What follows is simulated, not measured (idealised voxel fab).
Process module under the name voxel capacitor over wiring
Each square cell in cross-section cut measures 5 nm, and the section as a whole is 225 nm wide.
We lay out every cross-section as a grid of square cells and spell it out in bands from the top down, where one band means one or more rows of cells.
Band: top height; bottom height; in nm. Then, left to right: material with width in nm, for each material. "full width": a single material spanning edge to edge. "air": empty space.
Counting heights begins at 0, where everything beneath is, in the wafer as received, one material. The lowest band has no bottom; it goes on downwards, as "0 down" shows.
Per-row width for "30 to 40": begins at first number (top row of band), ends at second number (bottom row), increment between rows held constant.
You'll sometimes find "remained the same" written for a step, and that's the way of saying that nowhere in the cross-section did a cell change during that step.
This entry, "Voids lacking openings", enumerates those empty regions of no fewer than 8 cells that possess no open connection to the top. Each region is reported in the form width x height at distance, the distance being taken from the left edge, with all three quantities expressed in nm.
after a step's settings: what the simulator itself notes on the step
Among the settings permitted on a step's line is "overlay nm"; applied to a step with a mask, it specifies the extent to which the mask lay to the right of its planned position, whereas a negative figure signifies a position to the left.

Process steps - plan:
step 1: RECEIVE | material Si
step 2: CONFORMAL_DEP | material SiO2 | thk nm 10
step 3: CONFORMAL_DEP | material SiN | thk nm 5
step 4: DIRECTIONAL_DEP | material SiO2 | thk nm 20
step 5: DIRECTIONAL_DEP | material aC | thk nm 15
step 6: PATTERN | tone open | mask id METAL_1 | material resist | width nm 25 | pitch nm 85 | thk nm 35 | overlay nm 0
step 7: DIRECTIONAL_ETCH | etch materials aC | depth nm 15
step 8: STRIP | etch materials resist
step 9: DIRECTIONAL_ETCH | etch materials SiO2 | depth nm 20
step 10: DIRECTIONAL_ETCH | etch materials SiN | depth nm 5
step 11: STRIP | etch materials aC
step 12: CONFORMAL_DEP | material TiN | thk nm 5
step 13: FILL_DEP | material Cu | thk nm 10
step 14: CMP | height nm 35
step 15: CONFORMAL_DEP | material SiCN | thk nm 5
step 16: DIRECTIONAL_DEP | material lowk | thk nm 20
step 17: MASKED_ETCH | tone open | mask id PLUG_1 | width nm 15 | etch materials lowk | depth nm 20 | overlay nm 0
step 18: MASKED_ETCH | tone open | mask id PLUG_1 | width nm 15 | etch materials SiCN | depth nm 5 | overlay nm 0
step 19: CONFORMAL_DEP | material TiN | thk nm 5
step 20: FILL_DEP | material W | thk nm 5
step 21: CMP | height nm 60
step 22: DIRECTIONAL_DEP | material TiN | thk nm 5
step 23: DIRECTIONAL_DEP | material SiN | thk nm 5
step 24: DIRECTIONAL_DEP | material TiN | thk nm 10
step 25: PATTERN | tone cover | mask id UPPER_PLATE | material resist | width nm 65 | thk nm 20 | overlay nm 0
step 26: DIRECTIONAL_ETCH | etch materials TiN | depth nm 10
step 27: DIRECTIONAL_ETCH | etch materials SiN | depth nm 5
step 28: STRIP | etch materials resist
step 29: MASKED_ETCH | tone cover | mask id LOWER_PLATE | width nm 75 | etch materials TiN | depth nm 10 | overlay nm 0
step 30: FILL_DEP | material SiO2 | thk nm 15
step 31: CMP | height nm 95
step 32: DIRECTIONAL_DEP | material aC | thk nm 10
step 33: PATTERN | tone open | mask id PLUG_2 | material resist | width nm 15 | thk nm 25 | overlay nm 0
step 34: DIRECTIONAL_ETCH | etch materials aC | depth nm 10
step 35: STRIP | etch materials resist
step 36: DIRECTIONAL_ETCH | etch materials SiO2 | depth nm 10
step 37: STRIP | etch materials aC
step 38: CONFORMAL_DEP | material TiN | thk nm 5
step 39: FILL_DEP | material Cu | thk nm 10
step 40: CMP | height nm 95
step 41: CONFORMAL_DEP | material SiCN | thk nm 5
The value of thk nm given for step 22 in the plan refers to the first wafer; the wafers vary in this setting and are alike at the start.

This is how the first of several wafers looked in cross-section when it arrived, which is after step 1:
  0 down | Si full width
  Voids lacking openings: none

Post step 41, the closing step of the module: first of several wafers, cross-sectioned:
  100 to 95 | SiCN full width
  95 to 90 | SiO2 75, TiN 5, Cu 5, TiN 5, SiO2 135
  90 to 85 | SiO2 75, TiN 15, SiO2 135
  85 to 80 | SiO2 full width
  80 to 70 | SiO2 65, TiN 65, SiO2 95
  70 to 65 | SiO2 65, SiN 65, SiO2 95
  65 to 60 | SiO2 60, TiN 75, SiO2 90
  60 to 40 | lowk 65, TiN 5, W 5, TiN 5, lowk 145
  40 to 35 | SiCN 65, TiN 15, SiCN 145
  35 to 15 | SiO2 55, TiN 5, Cu 15, TiN 5, SiO2 60, TiN 5, Cu 15, TiN 5, SiO2 60
  15 to 10 | SiN 55, TiN 25, SiN 60, TiN 25, SiN 60
  10 to 0 | SiO2 full width
  0 down | Si full width
  Voids lacking openings: none

Cross-section of the last wafer at end of module:
  100 to 95 | SiCN full width
  95 to 90 | SiO2 65, TiN 65, SiO2 95
  90 to 85 | SiO2 65, SiN 65, SiO2 95
  85 to 75 | SiO2 60, TiN 75, SiO2 90
  75 to 60 | TiN full width
  60 to 40 | lowk 65, TiN 5, W 5, TiN 5, lowk 145
  40 to 35 | SiCN 65, TiN 15, SiCN 145
  35 to 15 | SiO2 55, TiN 5, Cu 15, TiN 5, SiO2 60, TiN 5, Cu 15, TiN 5, SiO2 60
  15 to 10 | SiN 55, TiN 25, SiN 60, TiN 25, SiN 60
  10 to 0 | SiO2 full width
  0 down | Si full width
  Voids lacking openings: none

Heads up, this table goes wafer by wafer. A row tells you, at the end of the module, how many cells of each material that wafer has put on (+) or dropped (-) since it was received, and then its closed voids:
thk nm 5, +25 Cu, +87 SiCN, +48 SiN, +485 SiO2, +83 TiN, +4 W, +168 lowk, Voids lacking openings: none
thk nm 10, +25 Cu, +87 SiCN, +48 SiN, +470 SiO2, +98 TiN, +4 W, +168 lowk, Voids lacking openings: none
thk nm 15, +24 Cu, +87 SiCN, +48 SiN, +428 SiO2, +141 TiN, +4 W, +168 lowk, Voids lacking openings: none
thk nm 20, +24 Cu, +87 SiCN, +48 SiN, +386 SiO2, +183 TiN, +4 W, +168 lowk, Voids lacking openings: none
thk nm 25, +24 Cu, +87 SiCN, +48 SiN, +354 SiO2, +215 TiN, +4 W, +168 lowk, Voids lacking openings: none
